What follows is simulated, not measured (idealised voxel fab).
Module name: voxel ribs on slabs (process module)
Shown is cross-section cut, with a width of 255 nm and square cells of size 5 nm.
In what follows, cross-sections appear as grids of square cells, described through bands that run from the top down, where every band is one or more rows of cells. Band entry format. Leading values: height of top, height of bottom, nm. Remainder: materials in left-to-right order, each with its width in nm. Special words: "full width" on a single material, which then fills the band edge to edge; "air", empty space. Heights are expressed relative to 0, this being the level below which the as-received wafer comprises one material exclusively. The lowest band is unbounded in the downward direction and is denoted as in "0 nm and below". The width entry "30->40" should be interpreted row by row: the top row of cells in the band takes the first number, the bottom row takes the second number, and the change between adjacent rows is uniform throughout. When a step is marked "no change occurred", none of the cells in the cross-section changed during that step. If an empty space has no open way to the top and is at least 8 cells in size, "Trapped void list" lists it, written width x height at distance, where distance is measured from the left edge and every value is in nm. Formally, on a step line, whatever follows the settings is a remark that the simulator itself makes on the step. The "overlay nm" setting may appear on a step's line; for a step that uses a mask, it gives how far to the right of its planned position the mask lay, and a negative value indicates the left.
THE PLANNED PROCESS STEPS ARE ENUMERATED HEREUNDER
| 1 | RECEIVE,material Si |
| 2 | DIRECTIONAL_DEP,material SiO2,thk nm 20 |
| 3 | DIRECTIONAL_DEP,material SiN,thk nm 20 |
| 4 | DIRECTIONAL_DEP,material aC,thk nm 10 |
| 5 | PATTERN,tone cover,mask id RIB,material resist,width nm 15,thk nm 25,overlay nm 0 |
| 6 | DIRECTIONAL_ETCH,etch materials aC,depth nm 10 |
| 7 | STRIP,etch materials resist |
| 8 | DIRECTIONAL_ETCH,etch materials SiN,depth nm 10 |
| 9 | STRIP,etch materials aC |
| 10 | PATTERN,tone cover,mask id SLAB,material resist,width nm 75,thk nm 20,overlay nm 0 |
| 11 | DIRECTIONAL_ETCH,etch materials SiN,depth nm 10 |
| 12 | STRIP,etch materials resist |
| 13 | FILL_DEP,material SiO2,thk nm 20 |
| 14 | CMP,height nm 50 |
| 15 | DIRECTIONAL_DEP,material W,thk nm 10 |
| 16 | MASKED_ETCH,tone cover,mask id HEATER,width nm 25,etch materials W,depth nm 10,overlay nm 0 |
| 17 | CONFORMAL_DEP,material SiO2,thk nm 5 |
INCOMING WAFER, CROSS-SECTIONAL VIEW, POST STEP 1
* 0 nm and below  Si full width
* Trapped void list: none
FINAL CROSS-SECTION, MODULE RUN WITH ONE MISTAKE (START AND PLAN AS ABOVE)
* 65 nm to 60 nm  110 of air; 35 of SiO2; 110 of air
* 60 nm to 55 nm  110 of air; 5 of SiO2; 25 of W; 5 of SiO2; 110 of air
* 55 nm to 50 nm  115 of SiO2; 25 of W; 115 of SiO2
* 50 nm to 40 nm  SiO2 full width
* 40 nm to 30 nm  90 of SiO2; 75 of SiN; 90 of SiO2
* 30 nm to 20 nm  aC full width
* 20 nm to 0 nm  SiO2 full width
* 0 nm and below  Si full width
* Trapped void list: none
Nonconformance to the process plan: a sequencing error occurred in which plan steps 3 and 4 were transposed
